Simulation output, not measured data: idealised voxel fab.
Documented hereafter: the process module known as voxel self aligned vias.
Cross-section cut spans 225 nm and uses square cells 5 nm in size.
Cross-section, as written here: a square-cell grid given band by band from the top down, where a band holds one or more rows of cells. First you get the band's top height and its bottom height, in nm, and then the materials it's made of, left to right, with each width in nm. If you see a single material with "full width", that one covers the band edge to edge. "empty" is empty space. The level at which height equals 0 is the one under which the wafer, as it arrives, is entirely one material. No lower edge exists for the bottom band, which continues downward and is notated as in "0 nm and below". The expression "30->40" gives the width at the extremes of the band, the first number at its top row of cells and the second at its bottom row, with the width changing by equal amounts from each row to the next in between. Step note "changes: none" = no cross-section cell changed. "Closed-off voids": empty spaces of 8 cells or more with no open way to the top, each given as width x height at distance, distance from the left edge, all in nm. Read whatever lies past the settings on a step's line as the simulator's own remark about the step. overlay nm: mask right of planned place by this much (step with mask). Neg. = left.

## Steps planned for the process
1. RECEIVE with material Si
2. CONFORMAL_DEP with material SiO2, thk nm 15
3. CONFORMAL_DEP with material SiCN, thk nm 5
4. DIRECTIONAL_DEP with material SiO2, thk nm 20
5. DIRECTIONAL_DEP with material aC, thk nm 10
6. PATTERN with tone open, mask id LINES, material resist, width nm 20, pitch nm 45, thk nm 30, overlay nm 0
7. DIRECTIONAL_ETCH with etch materials aC, depth nm 10
8. STRIP with etch materials resist
9. DIRECTIONAL_ETCH with etch materials SiO2, depth nm 20
10. STRIP with etch materials aC
11. CONFORMAL_DEP with material TiN, thk nm 5
12. FILL_DEP with material Ru, thk nm 5
13. CMP with height nm 40
14. SELECTIVE_ETCH with etch materials W Ru TiN, depth nm 10
15. FILL_DEP with material SiN, thk nm 10
16. CMP with height nm 40
17. DIRECTIONAL_DEP with material SiO2, thk nm 20
18. MASKED_ETCH with tone open, mask id VIAS, width nm 30, pitch nm 90, etch materials SiO2, depth nm 20, overlay nm 0
19. MASKED_ETCH with tone open, mask id VIAS, width nm 30, pitch nm 90, etch materials SiN, depth nm 10, overlay nm 0
20. CONFORMAL_DEP with material TiN, thk nm 5
21. FILL_DEP with material W, thk nm 10
22. CMP with height nm 60
23. CONFORMAL_DEP with material SiCN, thk nm 5

## Account of the first of two wafers, which was processed as intended

## Cross-section of the incoming wafer, state after step 1
> 0 nm and below: Si full width
> Closed-off voids: none

## Step 2 complete: cross-section through the wafer
> 15 nm to 0 nm: SiO2 full width
> Heights below 0 show no change.

## Step 3 complete: cross-section through the wafer
> 20 nm to 15 nm: SiCN full width
> Heights below 15 show no change.

## Step 4 complete: cross-section through the wafer
> 40 nm to 20 nm: SiO2 full width
> Heights below 20 show no change.

## Step 5 complete: cross-section through the wafer
> 50 nm to 40 nm: aC full width
> Heights below 40 show no change.

## Step 6 complete: cross-section through the wafer
> 80 nm to 50 nm: resist=55 | empty=20 | resist=25 | empty=20 | resist=25 | empty=20 | resist=60
> Heights below 50 show no change.

## Step 7 complete: cross-section through the wafer
> 70 nm to 50 nm: resist=55 | empty=20 | resist=25 | empty=20 | resist=25 | empty=20 | resist=60
> 50 nm to 40 nm: aC=55 | empty=20 | aC=25 | empty=20 | aC=25 | empty=20 | aC=60
> Heights below 40 show no change.

## Step 8 complete: cross-section through the wafer
> 50 nm to 40 nm: aC=55 | empty=20 | aC=25 | empty=20 | aC=25 | empty=20 | aC=60
> Heights below 40 show no change.

## Step 9 complete: cross-section through the wafer
> 50 nm to 40 nm: aC=55 | empty=20 | aC=25 | empty=20 | aC=25 | empty=20 | aC=60
> 40 nm to 20 nm: SiO2=55 | empty=20 | SiO2=25 | empty=20 | SiO2=25 | empty=20 | SiO2=60
> Heights below 20 show no change.

## Step 10 complete: cross-section through the wafer
> 40 nm to 20 nm: SiO2=55 | empty=20 | SiO2=25 | empty=20 | SiO2=25 | empty=20 | SiO2=60
> Heights below 20 show no change.

## Step 11 complete: cross-section through the wafer
> 45 nm to 40 nm: TiN=60 | empty=10 | TiN=35 | empty=10 | TiN=35 | empty=10 | TiN=65
> 40 nm to 25 nm: SiO2=55 | TiN=5 | empty=10 | TiN=5 | SiO2=25 | TiN=5 | empty=10 | TiN=5 | SiO2=25 | TiN=5 | empty=10 | TiN=5 | SiO2=60
> 25 nm to 20 nm: SiO2=55 | TiN=20 | SiO2=25 | TiN=20 | SiO2=25 | TiN=20 | SiO2=60
> Heights below 20 show no change.

## Step 12 complete: cross-section through the wafer
> 50 nm to 45 nm: Ru full width
> 45 nm to 40 nm: TiN=60 | Ru=10 | TiN=35 | Ru=10 | TiN=35 | Ru=10 | TiN=65
> 40 nm to 25 nm: SiO2=55 | TiN=5 | Ru=10 | TiN=5 | SiO2=25 | TiN=5 | Ru=10 | TiN=5 | SiO2=25 | TiN=5 | Ru=10 | TiN=5 | SiO2=60
> Heights below 25 show no change.

## Step 13 complete: cross-section through the wafer
> 40 nm to 25 nm: SiO2=55 | TiN=5 | Ru=10 | TiN=5 | SiO2=25 | TiN=5 | Ru=10 | TiN=5 | SiO2=25 | TiN=5 | Ru=10 | TiN=5 | SiO2=60
> Heights below 25 show no change.

## Step 14 complete: cross-section through the wafer
> 40 nm to 30 nm: SiO2=55 | empty=20 | SiO2=25 | empty=20 | SiO2=25 | empty=20 | SiO2=60
> Heights below 30 show no change.

## Step 15 complete: cross-section through the wafer
> 50 nm to 40 nm: SiN full width
> 40 nm to 30 nm: SiO2=55 | SiN=20 | SiO2=25 | SiN=20 | SiO2=25 | SiN=20 | SiO2=60
> Heights below 30 show no change.

## Step 16 complete: cross-section through the wafer
> 40 nm to 30 nm: SiO2=55 | SiN=20 | SiO2=25 | SiN=20 | SiO2=25 | SiN=20 | SiO2=60
> Heights below 30 show no change.

## Step 17 complete: cross-section through the wafer
> 60 nm to 40 nm: SiO2 full width
> Heights below 40 show no change.

## Step 18 complete: cross-section through the wafer
> 60 nm to 40 nm: SiO2=50 | empty=30 | SiO2=60 | empty=30 | SiO2=55
> Heights below 40 show no change.

## Step 19 complete: cross-section through the wafer
> 60 nm to 40 nm: SiO2=50 | empty=30 | SiO2=60 | empty=30 | SiO2=55
> 40 nm to 30 nm: SiO2=55 | empty=20 | SiO2=25 | SiN=20 | SiO2=25 | empty=20 | SiO2=60
> Heights below 30 show no change.

## Step 20 complete: cross-section through the wafer
> 65 nm to 60 nm: TiN=55 | empty=20 | TiN=70 | empty=20 | TiN=60
> 60 nm to 45 nm: SiO2=50 | TiN=5 | empty=20 | TiN=5 | SiO2=60 | TiN=5 | empty=20 | TiN=5 | SiO2=55
> 45 nm to 40 nm: SiO2=50 | TiN=10 | empty=10 | TiN=10 | SiO2=60 | TiN=10 | empty=10 | TiN=10 | SiO2=55
> 40 nm to 35 nm: SiO2=55 | TiN=5 | empty=10 | TiN=5 | SiO2=25 | SiN=20 | SiO2=25 | TiN=5 | empty=10 | TiN=5 | SiO2=60
> 35 nm to 30 nm: SiO2=55 | TiN=20 | SiO2=25 | SiN=20 | SiO2=25 | TiN=20 | SiO2=60
> Heights below 30 show no change.

## Step 21 complete: cross-section through the wafer
> 75 nm to 65 nm: W full width
> 65 nm to 60 nm: TiN=55 | W=20 | TiN=70 | W=20 | TiN=60
> 60 nm to 45 nm: SiO2=50 | TiN=5 | W=20 | TiN=5 | SiO2=60 | TiN=5 | W=20 | TiN=5 | SiO2=55
> 45 nm to 40 nm: SiO2=50 | TiN=10 | W=10 | TiN=10 | SiO2=60 | TiN=10 | W=10 | TiN=10 | SiO2=55
> 40 nm to 35 nm: SiO2=55 | TiN=5 | W=10 | TiN=5 | SiO2=25 | SiN=20 | SiO2=25 | TiN=5 | W=10 | TiN=5 | SiO2=60
> Heights below 35 show no change.

## Step 22 complete: cross-section through the wafer
> 60 nm to 45 nm: SiO2=50 | TiN=5 | W=20 | TiN=5 | SiO2=60 | TiN=5 | W=20 | TiN=5 | SiO2=55
> Heights below 45 show no change.

## Step 23 complete: cross-section through the wafer
> 65 nm to 60 nm: SiCN full width
> Heights below 60 show no change.

## Second wafer. Start and plan as for the first. One mistake made in running. Agrees with the first up to and including step 16

## Cross-sectional representation of the second wafer at the time designated in the plan for the completion of step 17
> 40 nm to 30 nm: SiO2=50 | empty=5 | SiN=20 | empty=5 | SiO2=20 | SiN=20 | SiO2=20 | empty=5 | SiN=20 | empty=5 | SiO2=55
> 30 nm to 25 nm: SiO2=50 | empty=5 | TiN=5 | Ru=10 | TiN=5 | empty=5 | SiO2=20 | TiN=5 | Ru=10 | TiN=5 | SiO2=20 | empty=5 | TiN=5 | Ru=10 | TiN=5 | empty=5 | SiO2=55
> 25 nm to 20 nm: SiO2=50 | empty=5 | TiN=20 | empty=5 | SiO2=20 | TiN=20 | SiO2=20 | empty=5 | TiN=20 | empty=5 | SiO2=55
> Heights below 20 show no change.

## Cross-sectional representation of the second wafer at the time designated in the plan for the completion of step 18
> 60 nm to 40 nm: SiO2=50 | empty=5 | SiO2=20 | empty=5 | SiO2=60 | empty=5 | SiO2=20 | empty=5 | SiO2=55
> 40 nm to 30 nm: SiO2=55 | SiN=20 | SiO2=25 | SiN=20 | SiO2=25 | SiN=20 | SiO2=60
> 30 nm to 25 nm: SiO2=55 | TiN=5 | Ru=10 | TiN=5 | SiO2=25 | TiN=5 | Ru=10 | TiN=5 | SiO2=25 | TiN=5 | Ru=10 | TiN=5 | SiO2=60
> 25 nm to 20 nm: SiO2=55 | TiN=20 | SiO2=25 | TiN=20 | SiO2=25 | TiN=20 | SiO2=60
> Heights below 20 show no change.

Cross-sectional representation of the second wafer at the time designated in the plan for the completion of step 19: changes: none

## Cross-sectional representation of the second wafer at the time designated in the plan for the completion of step 20
> 65 nm to 60 nm: TiN full width
> 60 nm to 40 nm: SiO2=50 | TiN=5 | SiO2=20 | TiN=5 | SiO2=60 | TiN=5 | SiO2=20 | TiN=5 | SiO2=55
> Heights below 40 show no change.

## Cross-sectional representation of the second wafer at the time designated in the plan for the completion of step 21
> 75 nm to 65 nm: W full width
> Heights below 65 show no change.

## Cross-sectional representation of the second wafer at the time designated in the plan for the completion of step 22
> 60 nm to 40 nm: SiO2=50 | TiN=5 | SiO2=20 | TiN=5 | SiO2=60 | TiN=5 | SiO2=20 | TiN=5 | SiO2=55
> Heights below 40 show no change.

## Cross-sectional representation of the second wafer at the time designated in the plan for the completion of step 23
> 65 nm to 60 nm: SiCN full width
> Heights below 60 show no change.
what went wrong: steps 17 and 18 were swapped
Bottom line after processing is that, in cells, the second wafer is up or down on some materials versus the first: SiN +16; SiO2 +32; TiN -16; W -32
